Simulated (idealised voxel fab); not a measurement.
Documented hereafter: the process module known as voxel spacer lines.
It is cross-section cut that appears here, measuring 160 nm in width, its square cells being 5 nm in size.
In this document a cross-section is written as a grid of square cells. It is given as a series of bands, listed from the top down, and a band is one or more rows of cells.
Within each band entry, the heights of the top and of the bottom of the band appear first, in that order and in nm; the materials of the band then follow from left to right, each with its corresponding width in nm. The designation "edge to edge" on a single material indicates that it fills the band from edge to edge; the designation "blank" indicates empty space.
We count height from 0. Below that, the starting wafer is all one material. The lowest band never ends at the bottom but goes on down; see "0 -> down" for how that is written.
Width spec "30..40" -> top row of cells at first value, bottom row at second value, equal per-row change in between.
It should be understood that the words "remained unchanged", when stated for a given step, signify that the cross-section underwent no change in any of its cells during that step.
If an empty space has no open way to the top and is at least 8 cells in size, "Sealed cavities" lists it, written width x height at distance, where distance is measured from the left edge and every value is in nm.
The remark found on a step's line after its settings is issued by the simulator itself and pertains to that step.
A step's line can hold "overlay nm"; with a mask on that step, the setting says how far right of the planned place the mask lay, while a negative setting says it lay to the left.
# Listed below are the process steps as planned
1. RECEIVE: material Si
2. CONFORMAL_DEP: material Al2O3, thk nm 5
3. DIRECTIONAL_DEP: material polySi, thk nm 20
4. DIRECTIONAL_DEP: material aC, thk nm 20
5. PATTERN: tone cover, mask id MANDREL, material resist, width nm 25, pitch nm 80, thk nm 30, overlay nm 0
6. DIRECTIONAL_ETCH: etch materials aC, depth nm 20
7. STRIP: etch materials resist
8. CONFORMAL_DEP: material SiN, thk nm 15
9. DIRECTIONAL_ETCH: etch materials SiN, depth nm 15
10. STRIP: etch materials aC
11. DIRECTIONAL_ETCH: etch materials polySi, depth nm 20
12. STRIP: etch materials SiN
# As-received wafer cross-section (after step 1)
    0 -> down = Si edge to edge
    Sealed cavities: none
# First wafer of two, sectioned at end of module; run went per plan
    25 -> 5 = 10 of blank / 15 of polySi / 25 of blank / 15 of polySi / 25 of blank / 15 of polySi / 25 of blank / 15 of polySi / 15 of blank
    5 -> 0 = Al2O3 edge to edge
    0 -> down = Si edge to edge
    Sealed cavities: none
# Wafer two (of two), end-of-module cross-section: start = wafer one, plan = wafer one, one run mistake
    25 -> 5 = 15 of blank / 15 of polySi / 15 of blank / 15 of polySi / 35 of blank / 15 of polySi / 15 of blank / 15 of polySi / 20 of blank
    5 -> 0 = Al2O3 edge to edge
    0 -> down = Si edge to edge
    Sealed cavities: none
Deviation from plan: step 5 deviated from plan and actually ran as PATTERN: tone cover, mask id MANDREL, material resist, width nm 15, pitch nm 80, thk nm 30, overlay nm 0
At the end, each material covers as many cells on the second wafer as it does on the first, though the cells it covers are elsewhere.
